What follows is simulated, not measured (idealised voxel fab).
You're looking at the process module voxel capacitor over wiring.
The cross-section on display is named cut; it measures 155 nm wide, and its cells are 5 nm squares.
Reading order for cross-sections: top band down to bottom band. Underlying form: a grid of square cells. Band size: one or more rows of cells. Look at the band entry: it leads with the top's height and the bottom's height in nm. Then it lists the materials left to right, with a width in nm for each. The word "edge to edge" on a single material says that material fills the band edge to edge. The word "empty" is empty space. The level at which height equals 0 is the one under which the wafer, as it arrives, is entirely one material. No lower edge exists for the bottom band, which continues downward and is notated as in "0 nm and below". Top row gets the first number, bottom row gets the second, and each row in between changes by the same step: that is how a band width like "30..40" works. "nothing altered" (step): cross-section cells unchanged, all of them. The entry titled "Trapped cavities" provides the empty spaces that have no open way to the top, restricted to those of 8 cells or more. Each is presented as width x height at distance, the distance being measured from the left edge, with all three in nm. Whatever follows a step's settings on its line is a remark the simulator itself makes about that step. A step's line can hold "overlay nm"; with a mask on that step, the setting says how far right of the planned place the mask lay, while a negative setting says it lay to the left.

Process steps foreseen in the plan:
1 RECEIVE, material Si
2 CONFORMAL_DEP, material SiO2, thk nm 15
3 CONFORMAL_DEP, material SiN, thk nm 5
4 DIRECTIONAL_DEP, material SiO2, thk nm 15
5 PATTERN, tone open, mask id METAL_1, material resist, width nm 30, pitch nm 85, thk nm 20, overlay nm 0
6 DIRECTIONAL_ETCH, etch materials SiO2, depth nm 15
7 DIRECTIONAL_ETCH, etch materials SiN, depth nm 5
8 STRIP, etch materials resist
9 CONFORMAL_DEP, material TiN, thk nm 5
10 FILL_DEP, material W, thk nm 10
11 CMP, height nm 35
12 CONFORMAL_DEP, material SiCN, thk nm 5
13 DIRECTIONAL_DEP, material SiO2, thk nm 10
14 DIRECTIONAL_DEP, material aC, thk nm 15
15 PATTERN, tone open, mask id PLUG_1, material resist, width nm 15, thk nm 30, overlay nm 0
16 DIRECTIONAL_ETCH, etch materials aC, depth nm 15
17 STRIP, etch materials resist
18 DIRECTIONAL_ETCH, etch materials SiO2, depth nm 10
19 DIRECTIONAL_ETCH, etch materials SiCN, depth nm 5
20 STRIP, etch materials aC
21 EPI, material Ru, thk nm 10
22 EPI, material Ru, thk nm 5
23 DIRECTIONAL_DEP, material TiN, thk nm 10
24 DIRECTIONAL_DEP, material Al2O3, thk nm 5
25 DIRECTIONAL_DEP, material TiN, thk nm 5
26 MASKED_ETCH, tone cover, mask id UPPER_PLATE, width nm 60, etch materials TiN, depth nm 5, overlay nm 0
27 MASKED_ETCH, tone cover, mask id UPPER_PLATE, width nm 60, etch materials Al2O3, depth nm 5, overlay nm 0
28 PATTERN, tone cover, mask id LOWER_PLATE, material resist, width nm 70, thk nm 20, overlay nm 0
29 DIRECTIONAL_ETCH, etch materials TiN, depth nm 10
30 STRIP, etch materials resist
31 FILL_DEP, material SiO2, thk nm 20
32 CMP, height nm 85
33 PATTERN, tone open, mask id PLUG_2, material resist, width nm 15, thk nm 15, overlay nm 0
34 DIRECTIONAL_ETCH, etch materials SiO2, depth nm 15
35 STRIP, etch materials resist
36 CONFORMAL_DEP, material TiN, thk nm 5
37 FILL_DEP, material Ru, thk nm 5
38 CMP, height nm 85
39 CONFORMAL_DEP, material SiCN, thk nm 5
Variable across wafers: step 25 thk nm (plan value is that of the first wafer; starting state common to all).

As-received cross-section, first of several wafers, post step 1:
- 0 nm and below | Si edge to edge
- Trapped cavities: none

The rows of the table below are wafers. Looking at the end of the module, a row counts, for every material, the cells the wafer has gained, shown as (+), or lost, shown as (-), since it was received; its closed voids come next:
thk nm 5, +12 Al2O3, +11 Ru, +59 SiCN, +19 SiN, +362 SiO2, +71 TiN, +24 W, Trapped cavities: none
thk nm 10, +31 Al2O3, +10 Ru, +59 SiCN, +19 SiN, +298 SiO2, +117 TiN, +24 W, Trapped cavities: none
thk nm 15, +31 Al2O3, +9 Ru, +59 SiCN, +19 SiN, +287 SiO2, +129 TiN, +24 W, Trapped cavities: none
thk nm 20, +31 Al2O3, +9 Ru, +59 SiCN, +19 SiN, +259 SiO2, +157 TiN, +24 W, Trapped cavities: none
